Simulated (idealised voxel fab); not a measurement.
This section sets out a process module, namely voxel double patterning.
In the cross-section labelled cut, the width is 220 nm and each square cell is 5 nm.
For the purposes of this document, a cross-section shall be understood as a grid of square cells, specified as bands listed in top-to-bottom order, each band consisting of one or more rows of cells.
The band entry comprises the height of the band's top followed by the height of its bottom, expressed in nm, and subsequently the band's materials from left to right, each stated together with its width in nm. Where a single material is marked with the word "edge to edge", that material fills the band from edge to edge. The word "air" represents empty space.
Ref level 0: as-received wafer is one material below here. Bottom band extends down with no lower bound ("z 0 and below").
Top row gets the first number, bottom row gets the second, and each row in between changes by the same step: that is how a band width like "30 to 40" works.
It should be understood that the words "changes: none", when stated for a given step, signify that the cross-section underwent no change in any of its cells during that step.
Listed in "Sealed voids": every empty space of 8 or more cells without an open way to the top. Form: width x height at distance, the distance being from the left edge, all in nm.
It should be noted that, on the line of a given step, the content following the step's settings is a remark produced by the simulator itself with respect to that step.
"overlay nm" on a masked step: distance the mask lay right of its planned place, negative for left.
Process steps (planned)
1. RECEIVE [material Si]
2. CONFORMAL_DEP [material SiO2] [thk nm 10]
3. DIRECTIONAL_DEP [material TiN] [thk nm 20]
4. DIRECTIONAL_DEP [material SiN] [thk nm 10]
5. PATTERN [tone open] [mask id FIRST] [material resist] [width nm 15] [pitch nm 50] [thk nm 15] [overlay nm 0]
6. DIRECTIONAL_ETCH [etch materials SiN] [depth nm 10]
7. STRIP [etch materials resist]
8. DIRECTIONAL_DEP [material aC] [thk nm 15]
9. PATTERN [tone open] [mask id SECOND] [material resist] [width nm 15] [thk nm 35] [overlay nm 0]
10. DIRECTIONAL_ETCH [etch materials aC] [depth nm 5]
11. STRIP [etch materials resist]
12. DIRECTIONAL_ETCH [etch materials SiN] [depth nm 10]
13. STRIP [etch materials aC]
14. DIRECTIONAL_ETCH [etch materials TiN] [depth nm 20]
15. STRIP [etch materials SiN]
What sets these wafers apart? The depth nm at step 10. They all start alike, and the plan carries the first wafer's value.
First wafer of several, as received: cross-section after step 1
z 0 and below = Si edge to edge
Sealed voids: none
For your reference, the table is organized with a row per wafer; each row reflects the wafer at the end of the module, indicating for each material the cells gained (+) or lost (-) since receipt, and thereafter its closed voids
depth nm 5; +88 SiO2; +152 TiN; Sealed voids: none
depth nm 10; +88 SiO2; +152 TiN; Sealed voids: none
depth nm 15; +88 SiO2; +140 TiN; Sealed voids: none
depth nm 20; +88 SiO2; +140 TiN; Sealed voids: none
depth nm 25; +88 SiO2; +140 TiN; Sealed voids: none
depth nm 30; +88 SiO2; +140 TiN; Sealed voids: none
